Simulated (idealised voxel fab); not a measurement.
process module | voxel gate over fins
cross-section cut | 275 nm wide | cells 5 nm
A cross-section is a grid of square cells, given in bands from the top down. A band is one or more rows of cells.
Each band's line starts with the height of the band's top and of its bottom, in nm. Then come its materials from left to right, each with its width in nm. One material with "throughout" fills the band from edge to edge. "air" is empty space.
Height 0 is the level under which the wafer as received is all one material. The lowest band goes on downwards, as in "0 down".
A width such as "30 to 40" changes by the same amount from each row of cells to the next, from the band's top row to its bottom row.
"no change" after a step means that no cell of the cross-section changed.
closed voids: empty space of 8 cells or more with no open way to the top, each as width x height at its distance from the left edge, in nm
after a step's settings: what the simulator itself notes on the step
overlay nm, on a step with a mask: how far to the right of its planned place the mask lay; to the left if negative
plan
1 op RECEIVE | material Si
2 op CONFORMAL_DEP | material SiN | thk nm 10
3 op MASKED_ETCH | tone cover | mask id FINS | width nm 15 | pitch nm 40 | etch materials SiN | depth nm 10 | overlay nm -15
4 op MASKED_ETCH | tone cover | mask id FINS | width nm 15 | pitch nm 40 | etch materials Si | depth nm 35 | overlay nm 0
5 op FILL_DEP | material SiO2 | thk nm 15
6 op CMP | height nm 10
7 op SELECTIVE_ETCH | etch materials SiO2 | depth nm 25
8 op STRIP | etch materials SiN
9 op CONFORMAL_DEP | material HfO2 | thk nm 5
10 op CONFORMAL_DEP | material TiN | thk nm 5
11 op FILL_DEP | material W | thk nm 10
12 op CMP | height nm 15
13 op CONFORMAL_DEP | material SiN | thk nm 10
varied across the wafers: overlay nm of step 3. The plan shows the first wafer's value. All wafers start alike
first wafer as received, after step 1
  0 down: Si throughout
  closed voids: none
each wafer at the end: cells of each material gained (+) or lost (-) since it was received, then its closed voids
overlay nm -15 | +67 HfO2 | -301 Si | +110 SiN | +172 SiO2 | +61 TiN | +166 W | closed voids: none
overlay nm -10 | +67 HfO2 | -315 Si | +110 SiN | +180 SiO2 | +64 TiN | +169 W | closed voids: none
overlay nm -5 | +67 HfO2 | -329 Si | +110 SiN | +188 SiO2 | +67 TiN | +172 W | closed voids: none
overlay nm 0 | +67 HfO2 | -343 Si | +110 SiN | +196 SiO2 | +67 TiN | +178 W | closed voids: none
overlay nm 5 | +67 HfO2 | -329 Si | +110 SiN | +188 SiO2 | +67 TiN | +172 W | closed voids: none
overlay nm 10 | +67 HfO2 | -315 Si | +110 SiN | +180 SiO2 | +64 TiN | +169 W | closed voids: none
overlay nm 15 | +67 HfO2 | -301 Si | +110 SiN | +172 SiO2 | +61 TiN | +166 W | closed voids: none
